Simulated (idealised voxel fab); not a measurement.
process module | voxel ribs on slabs
cross-section cut | 220 nm wide | cells 5 nm
A cross-section is a grid of square cells, given in bands from the top down. A band is one or more rows of cells.
Each band's line starts with the height of the band's top and of its bottom, in nm. Then come its materials from left to right, each with its width in nm. One material with "throughout" fills the band from edge to edge. "air" is empty space.
Height 0 is the level under which the wafer as received is all one material. The lowest band goes on downwards, as in "0 down".
A width such as "30 to 40" changes by the same amount from each row of cells to the next, from the band's top row to its bottom row.
"no change" after a step means that no cell of the cross-section changed.
closed voids: empty space of 8 cells or more with no open way to the top, each as width x height at its distance from the left edge, in nm
after a step's settings: what the simulator itself notes on the step
overlay nm, on a step with a mask: how far to the right of its planned place the mask lay; to the left if negative
plan
1 op RECEIVE | material Si
2 op DIRECTIONAL_DEP | material SiO2 | thk nm 30
3 op DIRECTIONAL_DEP | material polySi | thk nm 15
4 op MASKED_ETCH | tone cover | mask id RIB | width nm 15 | etch materials polySi | depth nm 10 | overlay nm 0
5 op MASKED_ETCH | tone cover | mask id SLAB | width nm 65 | etch materials polySi | depth nm 5 | overlay nm 0
6 op FILL_DEP | material SiO2 | thk nm 25
7 op CMP | height nm 65
8 op DIRECTIONAL_DEP | material TiN | thk nm 10
9 op PATTERN | tone cover | mask id HEATER | material resist | width nm 25 | thk nm 20 | overlay nm 0
10 op DIRECTIONAL_ETCH | etch materials TiN | depth nm 10
11 op STRIP | etch materials resist
12 op CONFORMAL_DEP | material SiO2 | thk nm 5
as received, after step 1
  0 down: Si throughout
  closed voids: none
first wafer at the end, as planned
  80 to 75: air 90 | SiO2 35 | air 95
  75 to 70: air 90 | SiO2 5 | TiN 25 | SiO2 5 | air 95
  70 to 65: SiO2 95 | TiN 25 | SiO2 100
  65 to 45: SiO2 throughout
  45 to 35: SiO2 100 | polySi 15 | SiO2 105
  35 to 30: SiO2 75 | polySi 65 | SiO2 80
  30 to 0: SiO2 throughout
  0 down: Si throughout
  closed voids: none
second wafer at the end: like start, like plan, one mistake
  80 to 75: air 90 | SiO2 35 | air 95
  75 to 70: air 90 | SiO2 5 | TiN 25 | SiO2 5 | air 95
  70 to 65: SiO2 95 | TiN 25 | SiO2 100
  65 to 15: SiO2 throughout
  15 to 0: polySi throughout
  0 down: Si throughout
  closed voids: none
what went wrong: steps 2 and 3 were swapped
at the end the second wafer has, in cells: 113 fewer of SiO2 | 113 more of polySi
